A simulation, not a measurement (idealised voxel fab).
Process module under the name voxel capacitor over wiring
Cross-section cut spans 280 nm and uses square cells 5 nm in size.
Reading order for cross-sections: top band down to bottom band. Underlying form: a grid of square cells. Band size: one or more rows of cells. Heads up on the band format: heights come first, top then bottom, in nm. After that it's the materials left to right, each with its width in nm. A single material flagged "everywhere" fills the whole band edge to edge, and "blank" means there's empty space there. Counting heights begins at 0, where everything beneath is, in the wafer as received, one material. The lowest band has no bottom; it goes on downwards, as "0..down" shows. The width entry "30..40" should be interpreted row by row: the top row of cells in the band takes the first number, the bottom row takes the second number, and the change between adjacent rows is uniform throughout. "no modification" -> step changed no cross-section cell. The entry "Voids, fully enclosed" lists the empty spaces that cover at least 8 cells and have no open path to the top. Each is written as width x height at distance, where the distance is measured from the left edge and all three values are in nm. Read whatever lies past the settings on a step's line as the simulator's own remark about the step. Steps that use a mask can have "overlay nm" on their line. It says how far the mask sat to the right of where it was meant to be. Negative means to the left.
## Planned step list for the process
| 1 | RECEIVE,material Si |
| 2 | CONFORMAL_DEP,material SiO2,thk nm 10 |
| 3 | DIRECTIONAL_DEP,material TiN,thk nm 5 |
| 4 | DIRECTIONAL_DEP,material W,thk nm 20 |
| 5 | MASKED_ETCH,tone cover,mask id METAL_1,width nm 25,pitch nm 85,etch materials W,depth nm 20,overlay nm 0 |
| 6 | MASKED_ETCH,tone cover,mask id METAL_1,width nm 25,pitch nm 85,etch materials TiN,depth nm 5,overlay nm 0 |
| 7 | CONFORMAL_DEP,material SiN,thk nm 5 |
| 8 | FILL_DEP,material lowk,thk nm 5 |
| 9 | CMP,height nm 35 |
| 10 | CONFORMAL_DEP,material SiCN,thk nm 5 |
| 11 | DIRECTIONAL_DEP,material SiO2,thk nm 15 |
| 12 | PATTERN,tone open,mask id PLUG_1,material resist,width nm 15,thk nm 15,overlay nm 0 |
| 13 | DIRECTIONAL_ETCH,etch materials SiO2,depth nm 15 |
| 14 | DIRECTIONAL_ETCH,etch materials SiCN,depth nm 5 |
| 15 | STRIP,etch materials resist |
| 16 | EPI,material Ru,thk nm 10 |
| 17 | EPI,material Ru,thk nm 10 |
| 18 | DIRECTIONAL_DEP,material TiN,thk nm 10 |
| 19 | DIRECTIONAL_DEP,material HfO2,thk nm 5 |
| 20 | DIRECTIONAL_DEP,material TiN,thk nm 5 |
| 21 | DIRECTIONAL_DEP,material aC,thk nm 15 |
| 22 | PATTERN,tone cover,mask id UPPER_PLATE,material resist,width nm 65,thk nm 30,overlay nm 0 |
| 23 | DIRECTIONAL_ETCH,etch materials aC,depth nm 15 |
| 24 | STRIP,etch materials resist |
| 25 | DIRECTIONAL_ETCH,etch materials TiN,depth nm 5 |
| 26 | DIRECTIONAL_ETCH,etch materials HfO2,depth nm 5 |
| 27 | STRIP,etch materials aC |
| 28 | DIRECTIONAL_DEP,material aC,thk nm 15 |
| 29 | PATTERN,tone cover,mask id LOWER_PLATE,material resist,width nm 75,thk nm 35,overlay nm 0 |
| 30 | DIRECTIONAL_ETCH,etch materials aC,depth nm 15 |
| 31 | STRIP,etch materials resist |
| 32 | DIRECTIONAL_ETCH,etch materials TiN,depth nm 10 |
| 33 | STRIP,etch materials aC |
| 34 | FILL_DEP,material SiO2,thk nm 15 |
| 35 | CMP,height nm 85 |
| 36 | DIRECTIONAL_DEP,material aC,thk nm 15 |
| 37 | PATTERN,tone open,mask id PLUG_2,material resist,width nm 15,thk nm 35,overlay nm 0 |
| 38 | DIRECTIONAL_ETCH,etch materials aC,depth nm 15 |
| 39 | STRIP,etch materials resist |
| 40 | DIRECTIONAL_ETCH,etch materials SiO2,depth nm 10 |
| 41 | STRIP,etch materials aC |
| 42 | CONFORMAL_DEP,material TiN,thk nm 5 |
| 43 | FILL_DEP,material Cu,thk nm 5 |
| 44 | CMP,height nm 85 |
| 45 | CONFORMAL_DEP,material SiCN,thk nm 5 |
## The first wafer of two, processed as planned
## Here's what the wafer looked like in cross-section when it arrived - that's after step 1
> 0..down | Si everywhere
> Voids, fully enclosed: none
## So this is the wafer cross-section right after step 2
> 10..0 | SiO2 everywhere
> Below 0, no change.
## So this is the wafer cross-section right after step 3
> 15..10 | TiN everywhere
> Below 10, no change.
## So this is the wafer cross-section right after step 4
> 35..15 | W everywhere
> Below 15, no change.
## So this is the wafer cross-section right after step 5
> 35..15 | blank: 85 | W: 25 | blank: 60 | W: 25 | blank: 85
> Below 15, no change.
## So this is the wafer cross-section right after step 6
> 35..15 | blank: 85 | W: 25 | blank: 60 | W: 25 | blank: 85
> 15..10 | blank: 85 | TiN: 25 | blank: 60 | TiN: 25 | blank: 85
> Below 10, no change.
## So this is the wafer cross-section right after step 7
> 40..35 | blank: 80 | SiN: 35 | blank: 50 | SiN: 35 | blank: 80
> 35..15 | blank: 80 | SiN: 5 | W: 25 | SiN: 5 | blank: 50 | SiN: 5 | W: 25 | SiN: 5 | blank: 80
> 15..10 | SiN: 85 | TiN: 25 | SiN: 60 | TiN: 25 | SiN: 85
> Below 10, no change.
## So this is the wafer cross-section right after step 8
> 45..40 | lowk everywhere
> 40..35 | lowk: 80 | SiN: 35 | lowk: 50 | SiN: 35 | lowk: 80
> 35..15 | lowk: 80 | SiN: 5 | W: 25 | SiN: 5 | lowk: 50 | SiN: 5 | W: 25 | SiN: 5 | lowk: 80
> Below 15, no change.
## So this is the wafer cross-section right after step 9
> 35..15 | lowk: 80 | SiN: 5 | W: 25 | SiN: 5 | lowk: 50 | SiN: 5 | W: 25 | SiN: 5 | lowk: 80
> Below 15, no change.
## So this is the wafer cross-section right after step 10
> 40..35 | SiCN everywhere
> Below 35, no change.
## So this is the wafer cross-section right after step 11
> 55..40 | SiO2 everywhere
> Below 40, no change.
## So this is the wafer cross-section right after step 12
> 70..55 | resist: 95 | blank: 15 | resist: 170
> Below 55, no change.
## So this is the wafer cross-section right after step 13
> 70..55 | resist: 95 | blank: 15 | resist: 170
> 55..40 | SiO2: 95 | blank: 15 | SiO2: 170
> Below 40, no change.
## So this is the wafer cross-section right after step 14
> 70..55 | resist: 95 | blank: 15 | resist: 170
> 55..40 | SiO2: 95 | blank: 15 | SiO2: 170
> 40..35 | SiCN: 95 | blank: 15 | SiCN: 170
> Below 35, no change.
## So this is the wafer cross-section right after step 15
> 55..40 | SiO2: 95 | blank: 15 | SiO2: 170
> Below 40, no change.
## So this is the wafer cross-section right after step 16
> 55..45 | SiO2: 95 | blank: 15 | SiO2: 170
> 45..40 | SiO2: 95 | Ru: 15 | SiO2: 170
> 40..35 | SiCN: 95 | Ru: 15 | SiCN: 170
> Below 35, no change.
## So this is the wafer cross-section right after step 17
> 55..40 | SiO2: 95 | Ru: 15 | SiO2: 170
> Below 40, no change.
## So this is the wafer cross-section right after step 18
> 65..55 | TiN everywhere
> Below 55, no change.
## So this is the wafer cross-section right after step 19
> 70..65 | HfO2 everywhere
> Below 65, no change.
## So this is the wafer cross-section right after step 20
> 75..70 | TiN everywhere
> Below 70, no change.
## So this is the wafer cross-section right after step 21
> 90..75 | aC everywhere
> Below 75, no change.
## So this is the wafer cross-section right after step 22
> 120..90 | blank: 95 | resist: 65 | blank: 120
> Below 90, no change.
## So this is the wafer cross-section right after step 23
> 105..90 | blank: 95 | resist: 65 | blank: 120
> 90..75 | blank: 95 | aC: 65 | blank: 120
> Below 75, no change.
## So this is the wafer cross-section right after step 24
> 90..75 | blank: 95 | aC: 65 | blank: 120
> Below 75, no change.
## So this is the wafer cross-section right after step 25
> 90..75 | blank: 95 | aC: 65 | blank: 120
> 75..70 | blank: 95 | TiN: 65 | blank: 120
> Below 70, no change.
## So this is the wafer cross-section right after step 26
> 90..75 | blank: 95 | aC: 65 | blank: 120
> 75..70 | blank: 95 | TiN: 65 | blank: 120
> 70..65 | blank: 95 | HfO2: 65 | blank: 120
> Below 65, no change.
## So this is the wafer cross-section right after step 27
> 75..70 | blank: 95 | TiN: 65 | blank: 120
> Below 70, no change.
## So this is the wafer cross-section right after step 28
> 90..80 | blank: 95 | aC: 65 | blank: 120
> 80..75 | aC everywhere
> 75..70 | aC: 95 | TiN: 65 | aC: 120
> 70..65 | aC: 95 | HfO2: 65 | aC: 120
> Below 65, no change.
## So this is the wafer cross-section right after step 29
> 125..90 | blank: 90 | resist: 75 | blank: 115
> 90..80 | blank: 90 | resist: 5 | aC: 65 | resist: 5 | blank: 115
> Below 80, no change.
## So this is the wafer cross-section right after step 30
> 110..90 | blank: 90 | resist: 75 | blank: 115
> 90..80 | blank: 90 | resist: 5 | aC: 65 | resist: 5 | blank: 115
> 80..75 | blank: 90 | aC: 75 | blank: 115
> 75..70 | blank: 90 | aC: 5 | TiN: 65 | aC: 5 | blank: 115
> 70..65 | blank: 90 | aC: 5 | HfO2: 65 | aC: 5 | blank: 115
> Below 65, no change.
## So this is the wafer cross-section right after step 31
> 90..80 | blank: 95 | aC: 65 | blank: 120
> Below 80, no change.
## So this is the wafer cross-section right after step 32
> 90..80 | blank: 95 | aC: 65 | blank: 120
> 80..75 | blank: 90 | aC: 75 | blank: 115
> 75..70 | blank: 90 | aC: 5 | TiN: 65 | aC: 5 | blank: 115
> 70..65 | blank: 90 | aC: 5 | HfO2: 65 | aC: 5 | blank: 115
> 65..55 | blank: 90 | TiN: 75 | blank: 115
> Below 55, no change.
## So this is the wafer cross-section right after step 33
> 75..70 | blank: 95 | TiN: 65 | blank: 120
> 70..65 | blank: 95 | HfO2: 65 | blank: 120
> Below 65, no change.
## So this is the wafer cross-section right after step 34
> 90..75 | SiO2 everywhere
> 75..70 | SiO2: 95 | TiN: 65 | SiO2: 120
> 70..65 | SiO2: 95 | HfO2: 65 | SiO2: 120
> 65..55 | SiO2: 90 | TiN: 75 | SiO2: 115
> Below 55, no change.
## So this is the wafer cross-section right after step 35
> 85..75 | SiO2 everywhere
> Below 75, no change.
## So this is the wafer cross-section right after step 36
> 100..85 | aC everywhere
> Below 85, no change.
## So this is the wafer cross-section right after step 37
> 135..100 | resist: 105 | blank: 15 | resist: 160
> Below 100, no change.
## So this is the wafer cross-section right after step 38
> 120..100 | resist: 105 | blank: 15 | resist: 160
> 100..85 | aC: 105 | blank: 15 | aC: 160
> Below 85, no change.
## So this is the wafer cross-section right after step 39
> 100..85 | aC: 105 | blank: 15 | aC: 160
> Below 85, no change.
## So this is the wafer cross-section right after step 40
> 100..85 | aC: 105 | blank: 15 | aC: 160
> 85..75 | SiO2: 105 | blank: 15 | SiO2: 160
> Below 75, no change.
## So this is the wafer cross-section right after step 41
> 85..75 | SiO2: 105 | blank: 15 | SiO2: 160
> Below 75, no change.
## So this is the wafer cross-section right after step 42
> 90..85 | TiN: 110 | blank: 5 | TiN: 165
> 85..80 | SiO2: 105 | TiN: 5 | blank: 5 | TiN: 5 | SiO2: 160
> 80..70 | SiO2: 105..95 | TiN: 15..65 | SiO2: 160..120
> Below 70, no change.
## So this is the wafer cross-section right after step 43
> 95..90 | Cu everywhere
> 90..85 | TiN: 110 | Cu: 5 | TiN: 165
> 85..80 | SiO2: 105 | TiN: 5 | Cu: 5 | TiN: 5 | SiO2: 160
> Below 80, no change.
## So this is the wafer cross-section right after step 44
> 85..80 | SiO2: 105 | TiN: 5 | Cu: 5 | TiN: 5 | SiO2: 160
> Below 80, no change.
## So this is the wafer cross-section right after step 45
> 90..85 | SiCN everywhere
> Below 85, no change.
## Second wafer, same starting conditions and recipe as the first, one mistake in executing it, nothing differs from the first up to and including step 4
## Second wafer profile in section, at the moment step 5 of the plan was meant to be complete
> 35..15 | blank: 90 | W: 15 | blank: 70 | W: 15 | blank: 90
> Below 15, no change.
## Second wafer profile in section, at the moment step 6 of the plan was meant to be complete
> 35..15 | blank: 90 | W: 15 | blank: 70 | W: 15 | blank: 90
> 15..10 | blank: 85 | TiN: 25 | blank: 60 | TiN: 25 | blank: 85
> Below 10, no change.
## Second wafer profile in section, at the moment step 7 of the plan was meant to be complete
> 40..35 | blank: 85 | SiN: 25 | blank: 60 | SiN: 25 | blank: 85
> 35..20 | blank: 85 | SiN: 5 | W: 15 | SiN: 5 | blank: 60 | SiN: 5 | W: 15 | SiN: 5 | blank: 85
> 20..15 | blank: 80 | SiN: 10 | W: 15 | SiN: 10 | blank: 50 | SiN: 10 | W: 15 | SiN: 10 | blank: 80
> 15..10 | SiN: 85 | TiN: 25 | SiN: 60 | TiN: 25 | SiN: 85
> Below 10, no change.
## Second wafer profile in section, at the moment step 8 of the plan was meant to be complete
> 45..40 | lowk everywhere
> 40..35 | lowk: 85 | SiN: 25 | lowk: 60 | SiN: 25 | lowk: 85
> 35..20 | lowk: 85 | SiN: 5 | W: 15 | SiN: 5 | lowk: 60 | SiN: 5 | W: 15 | SiN: 5 | lowk: 85
> 20..15 | lowk: 80 | SiN: 10 | W: 15 | SiN: 10 | lowk: 50 | SiN: 10 | W: 15 | SiN: 10 | lowk: 80
> Below 15, no change.
## Second wafer profile in section, at the moment step 9 of the plan was meant to be complete
> 35..20 | lowk: 85 | SiN: 5 | W: 15 | SiN: 5 | lowk: 60 | SiN: 5 | W: 15 | SiN: 5 | lowk: 85
> Below 20, no change.
## Second wafer profile in section, at the moment step 10 of the plan was meant to be complete
> 40..35 | SiCN everywhere
> Below 35, no change.
## Second wafer profile in section, at the moment step 11 of the plan was meant to be complete
> 55..40 | SiO2 everywhere
> Below 40, no change.
## Second wafer profile in section, at the moment step 12 of the plan was meant to be complete
> 70..55 | resist: 95 | blank: 15 | resist: 170
> Below 55, no change.
## Second wafer profile in section, at the moment step 13 of the plan was meant to be complete
> 70..55 | resist: 95 | blank: 15 | resist: 170
> 55..40 | SiO2: 95 | blank: 15 | SiO2: 170
> Below 40, no change.
## Second wafer profile in section, at the moment step 14 of the plan was meant to be complete
> 70..55 | resist: 95 | blank: 15 | resist: 170
> 55..40 | SiO2: 95 | blank: 15 | SiO2: 170
> 40..35 | SiCN: 95 | blank: 15 | SiCN: 170
> Below 35, no change.
## Second wafer profile in section, at the moment step 15 of the plan was meant to be complete
> 55..40 | SiO2: 95 | blank: 15 | SiO2: 170
> Below 40, no change.
## Second wafer profile in section, at the moment step 16 of the plan was meant to be complete
> 55..45 | SiO2: 95 | blank: 15 | SiO2: 170
> 45..40 | SiO2: 95 | Ru: 15 | SiO2: 170
> 40..35 | SiCN: 95 | Ru: 15 | SiCN: 170
> Below 35, no change.
## Second wafer profile in section, at the moment step 17 of the plan was meant to be complete
> 55..40 | SiO2: 95 | Ru: 15 | SiO2: 170
> Below 40, no change.
## Second wafer profile in section, at the moment step 18 of the plan was meant to be complete
> 65..55 | TiN everywhere
> Below 55, no change.
## Second wafer profile in section, at the moment step 19 of the plan was meant to be complete
> 70..65 | HfO2 everywhere
> Below 65, no change.
## Second wafer profile in section, at the moment step 20 of the plan was meant to be complete
> 75..70 | TiN everywhere
> Below 70, no change.
## Second wafer profile in section, at the moment step 21 of the plan was meant to be complete
> 90..75 | aC everywhere
> Below 75, no change.
## Second wafer profile in section, at the moment step 22 of the plan was meant to be complete
> 120..90 | blank: 95 | resist: 65 | blank: 120
> Below 90, no change.
## Second wafer profile in section, at the moment step 23 of the plan was meant to be complete
> 105..90 | blank: 95 | resist: 65 | blank: 120
> 90..75 | blank: 95 | aC: 65 | blank: 120
> Below 75, no change.
## Second wafer profile in section, at the moment step 24 of the plan was meant to be complete
> 90..75 | blank: 95 | aC: 65 | blank: 120
> Below 75, no change.
## Second wafer profile in section, at the moment step 25 of the plan was meant to be complete
> 90..75 | blank: 95 | aC: 65 | blank: 120
> 75..70 | blank: 95 | TiN: 65 | blank: 120
> Below 70, no change.
## Second wafer profile in section, at the moment step 26 of the plan was meant to be complete
> 90..75 | blank: 95 | aC: 65 | blank: 120
> 75..70 | blank: 95 | TiN: 65 | blank: 120
> 70..65 | blank: 95 | HfO2: 65 | blank: 120
> Below 65, no change.
## Second wafer profile in section, at the moment step 27 of the plan was meant to be complete
> 75..70 | blank: 95 | TiN: 65 | blank: 120
> Below 70, no change.
## Second wafer profile in section, at the moment step 28 of the plan was meant to be complete
> 90..80 | blank: 95 | aC: 65 | blank: 120
> 80..75 | aC everywhere
> 75..70 | aC: 95 | TiN: 65 | aC: 120
> 70..65 | aC: 95 | HfO2: 65 | aC: 120
> Below 65, no change.
## Second wafer profile in section, at the moment step 29 of the plan was meant to be complete
> 125..90 | blank: 90 | resist: 75 | blank: 115
> 90..80 | blank: 90 | resist: 5 | aC: 65 | resist: 5 | blank: 115
> Below 80, no change.
## Second wafer profile in section, at the moment step 30 of the plan was meant to be complete
> 110..90 | blank: 90 | resist: 75 | blank: 115
> 90..80 | blank: 90 | resist: 5 | aC: 65 | resist: 5 | blank: 115
> 80..75 | blank: 90 | aC: 75 | blank: 115
> 75..70 | blank: 90 | aC: 5 | TiN: 65 | aC: 5 | blank: 115
> 70..65 | blank: 90 | aC: 5 | HfO2: 65 | aC: 5 | blank: 115
> Below 65, no change.
## Second wafer profile in section, at the moment step 31 of the plan was meant to be complete
> 90..80 | blank: 95 | aC: 65 | blank: 120
> Below 80, no change.
## Second wafer profile in section, at the moment step 32 of the plan was meant to be complete
> 90..80 | blank: 95 | aC: 65 | blank: 120
> 80..75 | blank: 90 | aC: 75 | blank: 115
> 75..70 | blank: 90 | aC: 5 | TiN: 65 | aC: 5 | blank: 115
> 70..65 | blank: 90 | aC: 5 | HfO2: 65 | aC: 5 | blank: 115
> 65..55 | blank: 90 | TiN: 75 | blank: 115
> Below 55, no change.
## Second wafer profile in section, at the moment step 33 of the plan was meant to be complete
> 75..70 | blank: 95 | TiN: 65 | blank: 120
> 70..65 | blank: 95 | HfO2: 65 | blank: 120
> Below 65, no change.
## Second wafer profile in section, at the moment step 34 of the plan was meant to be complete
> 90..75 | SiO2 everywhere
> 75..70 | SiO2: 95 | TiN: 65 | SiO2: 120
> 70..65 | SiO2: 95 | HfO2: 65 | SiO2: 120
> 65..55 | SiO2: 90 | TiN: 75 | SiO2: 115
> Below 55, no change.
## Second wafer profile in section, at the moment step 35 of the plan was meant to be complete
> 85..75 | SiO2 everywhere
> Below 75, no change.
## Second wafer profile in section, at the moment step 36 of the plan was meant to be complete
> 100..85 | aC everywhere
> Below 85, no change.
## Second wafer profile in section, at the moment step 37 of the plan was meant to be complete
> 135..100 | resist: 105 | blank: 15 | resist: 160
> Below 100, no change.
## Second wafer profile in section, at the moment step 38 of the plan was meant to be complete
> 120..100 | resist: 105 | blank: 15 | resist: 160
> 100..85 | aC: 105 | blank: 15 | aC: 160
> Below 85, no change.
## Second wafer profile in section, at the moment step 39 of the plan was meant to be complete
> 100..85 | aC: 105 | blank: 15 | aC: 160
> Below 85, no change.
## Second wafer profile in section, at the moment step 40 of the plan was meant to be complete
> 100..85 | aC: 105 | blank: 15 | aC: 160
> 85..75 | SiO2: 105 | blank: 15 | SiO2: 160
> Below 75, no change.
## Second wafer profile in section, at the moment step 41 of the plan was meant to be complete
> 85..75 | SiO2: 105 | blank: 15 | SiO2: 160
> Below 75, no change.
## Second wafer profile in section, at the moment step 42 of the plan was meant to be complete
> 90..85 | TiN: 110 | blank: 5 | TiN: 165
> 85..80 | SiO2: 105 | TiN: 5 | blank: 5 | TiN: 5 | SiO2: 160
> 80..70 | SiO2: 105..95 | TiN: 15..65 | SiO2: 160..120
> Below 70, no change.
## Second wafer profile in section, at the moment step 43 of the plan was meant to be complete
> 95..90 | Cu everywhere
> 90..85 | TiN: 110 | Cu: 5 | TiN: 165
> 85..80 | SiO2: 105 | TiN: 5 | Cu: 5 | TiN: 5 | SiO2: 160
> Below 80, no change.
## Second wafer profile in section, at the moment step 44 of the plan was meant to be complete
> 85..80 | SiO2: 105 | TiN: 5 | Cu: 5 | TiN: 5 | SiO2: 160
> Below 80, no change.
## Second wafer profile in section, at the moment step 45 of the plan was meant to be complete
> 90..85 | SiCN everywhere
> Below 85, no change.
Short version of what went wrong: step 5 was processed under conditions differing from the plan, specifically as MASKED_ETCH,tone cover,mask id METAL_1,width nm 15,pitch nm 85,etch materials W,depth nm 20,overlay nm 0
The closing comparison, in cells, has the second wafer with more or fewer of some materials than the first: SiN: 4 more, W: 16 fewer, lowk: 12 more
